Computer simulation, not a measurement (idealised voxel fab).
Presented below is a process module, voxel self aligned vias.
Square cells of 5 nm make up the cross-section cut, whose width is 275 nm.
Cross-section = grid of square cells, listed top down in bands; band = one or more rows.
Heights first: top, then bottom, in nm. Then materials, left to right, each with a width in nm. "full width" on a single material: fills the band edge to edge. "air": empty space.
Height 0 is the level under which the wafer as received is all one material. The lowest band goes on downwards, as in "0 nm and below".
Width: "30 to 40" (first number = top row, second number = bottom row, same change from row to row of cells).
"stayed the same" (step): cross-section cells unchanged, all of them.
Entry "Listed closed voids". Content: empty spaces with no open connection to the top, size 8 cells or greater. Each: width x height at distance. Distance: from left edge. Unit: nm.
Heads up: the bit after the settings on a step's line is the simulator's remark on that step.
The "overlay nm" setting may appear on a step's line; for a step that uses a mask, it gives how far to the right of its planned position the mask lay, and a negative value indicates the left.
[Intended process steps]
| 1 | RECEIVE: material Si |
| 2 | CONFORMAL_DEP: material SiO2, thk nm 10 |
| 3 | CONFORMAL_DEP: material SiCN, thk nm 5 |
| 4 | DIRECTIONAL_DEP: material SiO2, thk nm 20 |
| 5 | MASKED_ETCH: tone open, mask id LINES, width nm 20, pitch nm 50, etch materials SiO2, depth nm 20, overlay nm 0 |
| 6 | CONFORMAL_DEP: material TiN, thk nm 5 |
| 7 | FILL_DEP: material W, thk nm 10 |
| 8 | CMP: height nm 35 |
| 9 | SELECTIVE_ETCH: etch materials W Ru TiN, depth nm 10 |
| 10 | FILL_DEP: material SiN, thk nm 10 |
| 11 | CMP: height nm 35 |
| 12 | DIRECTIONAL_DEP: material SiO2, thk nm 15 |
| 13 | PATTERN: tone open, mask id VIAS, material resist, width nm 30, thk nm 15, overlay nm 0 |
| 14 | DIRECTIONAL_ETCH: etch materials SiO2, depth nm 15 |
| 15 | DIRECTIONAL_ETCH: etch materials SiN, depth nm 10 |
| 16 | STRIP: etch materials resist |
| 17 | CONFORMAL_DEP: material TiN, thk nm 5 |
| 18 | FILL_DEP: material Ru, thk nm 5 |
| 19 | CMP: height nm 50 |
| 20 | CONFORMAL_DEP: material SiN, thk nm 5 |
[Shown in cross-section is the wafer as received, that is, as it stands after step 1]
> 0 nm and below | Si full width
> Listed closed voids: none
[Look at the cross-section after the module: the wafer started out the way shown above and the plan was the one shown above, yet one mistake was made along the way]
> 55 nm to 50 nm | SiN full width
> 50 nm to 40 nm | SiO2 95 nm | TiN 5 nm | Ru 20 nm | TiN 5 nm | SiO2 150 nm
> 40 nm to 35 nm | SiO2 95 nm | TiN 30 nm | SiO2 150 nm
> 35 nm to 25 nm | SiN 95 nm | TiN 5 nm | SiO2 20 nm | TiN 5 nm | SiN 25 nm | SiO2 20 nm | SiN 105 nm
> 25 nm to 20 nm | W 95 nm | TiN 5 nm | SiO2 20 nm | TiN 5 nm | W 20 nm | TiN 5 nm | SiO2 20 nm | TiN 5 nm | W 100 nm
> 20 nm to 15 nm | TiN 100 nm | SiO2 20 nm | TiN 30 nm | SiO2 20 nm | TiN 105 nm
> 15 nm to 10 nm | SiCN full width
> 10 nm to 0 nm | SiO2 full width
> 0 nm and below | Si full width
> Listed closed voids: none
Where did the run depart from the plan? step 5 was not run as planned; what actually ran was MASKED_ETCH: tone cover, mask id LINES, width nm 20, pitch nm 50, etch materials SiO2, depth nm 20, overlay nm 0
